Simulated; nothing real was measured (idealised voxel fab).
Presented below is a process module, voxel transistor to metal.
Cross-section cut spans 205 nm and uses square cells 5 nm in size.
Format of a cross-section: grid, square cells. Given as bands. Order: top down. Band: one or more rows of cells.
Per band: top height and bottom height in nm, followed by the left-to-right materials and their widths in nm; "full width" marks a single material spanning edge to edge, "air" marks empty space.
Basically, 0 is our baseline, since under it the wafer straight out of the box is all one material. The bottom band has no lower end and keeps on going down, so it looks like "0 down".
Per-row width for "30->40": begins at first number (top row of band), ends at second number (bottom row), increment between rows held constant.
"nothing altered" -> step changed no cross-section cell.
Empty spaces without an open route to the top, at least 8 cells in extent, make up the entry "Closed cavity list"; each is given as width x height at distance, where the distance is measured from the left edge, and all are in nm.
Step line, after settings: the simulator's comment on this step.
Among the settings permitted on a step's line is "overlay nm"; applied to a step with a mask, it specifies the extent to which the mask lay to the right of its planned position, whereas a negative figure signifies a position to the left.

-- Steps planned for the process
1. RECEIVE: material Si
2. CONFORMAL_DEP: material SiO2, thk nm 5
3. CONFORMAL_DEP: material SiN, thk nm 15
4. PATTERN: tone cover, mask id ACTIVE, material resist, width nm 115, thk nm 15, overlay nm -15
5. DIRECTIONAL_ETCH: etch materials SiN, depth nm 15
6. DIRECTIONAL_ETCH: etch materials SiO2, depth nm 5
7. DIRECTIONAL_ETCH: etch materials Si, depth nm 35
8. STRIP: etch materials resist
9. OXIDIZE: depth nm 5
10. FILL_DEP: material SiO2, thk nm 5
11. CMP: height nm 20
12. SELECTIVE_ETCH: etch materials SiO2, depth nm 10
13. STRIP: etch materials SiN
14. SELECTIVE_ETCH: etch materials SiO2, depth nm 5
15. OXIDIZE: depth nm 5
16. DIRECTIONAL_DEP: material polySi, thk nm 20
17. DIRECTIONAL_DEP: material SiCN, thk nm 15
18. PATTERN: tone cover, mask id GATE, material resist, width nm 35, thk nm 15, overlay nm 0
19. DIRECTIONAL_ETCH: etch materials SiCN, depth nm 25
20. DIRECTIONAL_ETCH: etch materials polySi, depth nm 30
21. STRIP: etch materials resist
22. CONFORMAL_DEP: material SiN, thk nm 5
23. DIRECTIONAL_ETCH: etch materials SiN, depth nm 5
24. DIRECTIONAL_ETCH: etch materials SiO2, depth nm 5
25. DIRECTIONAL_ETCH: etch materials Si, depth nm 5
26. EPI: material nSi, thk nm 10
27. FILL_DEP: material SiO2, thk nm 10
28. CMP: height nm 20
29. STRIP: etch materials polySi
30. SELECTIVE_ETCH: etch materials SiO2, depth nm 5
31. CONFORMAL_DEP: material HfO2, thk nm 5
32. CONFORMAL_DEP: material TiN, thk nm 5
33. FILL_DEP: material W, thk nm 5
34. CMP: height nm 15
35. DIRECTIONAL_DEP: material SiO2, thk nm 10
36. MASKED_ETCH: tone open, mask id CONTACT, width nm 20, pitch nm 85, etch materials SiO2, depth nm 25, overlay nm 0
37. CONFORMAL_DEP: material TiN, thk nm 5
38. FILL_DEP: material Ru, thk nm 5
39. CMP: height nm 25
40. CONFORMAL_DEP: material SiCN, thk nm 5
41. DIRECTIONAL_DEP: material lowk, thk nm 25
42. MASKED_ETCH: tone open, mask id METAL_1, width nm 20, pitch nm 85, etch materials lowk, depth nm 25, overlay nm 0
43. MASKED_ETCH: tone open, mask id METAL_1, width nm 20, pitch nm 85, etch materials SiCN, depth nm 5, overlay nm 0
44. CONFORMAL_DEP: material TiN, thk nm 5
45. FILL_DEP: material Cu, thk nm 5
46. CMP: height nm 55
47. CONFORMAL_DEP: material SiCN, thk nm 5
48. DIRECTIONAL_DEP: material lowk, thk nm 30
49. DIRECTIONAL_DEP: material aC, thk nm 10
50. PATTERN: tone open, mask id METAL_2_HOLES, material resist, width nm 15, pitch nm 85, thk nm 25, overlay nm 0
51. DIRECTIONAL_ETCH: etch materials aC, depth nm 10
52. STRIP: etch materials resist
53. DIRECTIONAL_ETCH: etch materials lowk, depth nm 30
54. STRIP: etch materials aC
55. DIRECTIONAL_DEP: material aC, thk nm 10
56. PATTERN: tone open, mask id METAL_2, material resist, width nm 20, pitch nm 85, thk nm 25, overlay nm 0
57. DIRECTIONAL_ETCH: etch materials aC, depth nm 10
58. STRIP: etch materials resist
59. DIRECTIONAL_ETCH: etch materials lowk, depth nm 15
60. DIRECTIONAL_ETCH: etch materials SiCN, depth nm 5
61. STRIP: etch materials aC
62. CONFORMAL_DEP: material TiN, thk nm 5
63. FILL_DEP: material Cu, thk nm 5
64. CMP: height nm 90
65. CONFORMAL_DEP: material SiN, thk nm 5
For clarity, it should be stated that the wafers under discussion commence in an identical condition and differ with respect to the overlay nm of step 4, the plan indicating the value that the first wafer had.

-- Cross-section of the first of several wafers as received (after step 1)
- 0 down | Si full width
- Closed cavity list: none

-- The rows of the table below are wafers. Looking at the end of the module, a row counts, for every material, the cells the wafer has gained, shown as (+), or lost, shown as (-), since it was received; its closed voids come next
overlay nm -15; +36 Cu; +15 HfO2; +14 Ru; -193 Si; +68 SiCN; +49 SiN; +291 SiO2; +94 TiN; +6 W; +369 lowk; +30 nSi; Closed cavity list: none
overlay nm -10; +36 Cu; +15 HfO2; +15 Ru; -193 Si; +68 SiCN; +49 SiN; +291 SiO2; +93 TiN; +6 W; +369 lowk; +30 nSi; Closed cavity list: none
overlay nm -5; +36 Cu; +15 HfO2; +16 Ru; -193 Si; +68 SiCN; +49 SiN; +290 SiO2; +93 TiN; +6 W; +369 lowk; +30 nSi; Closed cavity list: none
overlay nm 0; +36 Cu; +15 HfO2; +16 Ru; -193 Si; +68 SiCN; +49 SiN; +290 SiO2; +93 TiN; +6 W; +369 lowk; +30 nSi; Closed cavity list: none
overlay nm 5; +36 Cu; +15 HfO2; +16 Ru; -193 Si; +68 SiCN; +49 SiN; +290 SiO2; +93 TiN; +6 W; +369 lowk; +30 nSi; Closed cavity list: none
overlay nm 10; +36 Cu; +15 HfO2; +15 Ru; -193 Si; +68 SiCN; +49 SiN; +291 SiO2; +93 TiN; +6 W; +369 lowk; +30 nSi; Closed cavity list: none
overlay nm 15; +36 Cu; +15 HfO2; +14 Ru; -193 Si; +68 SiCN; +49 SiN; +291 SiO2; +94 TiN; +6 W; +369 lowk; +30 nSi; Closed cavity list: none
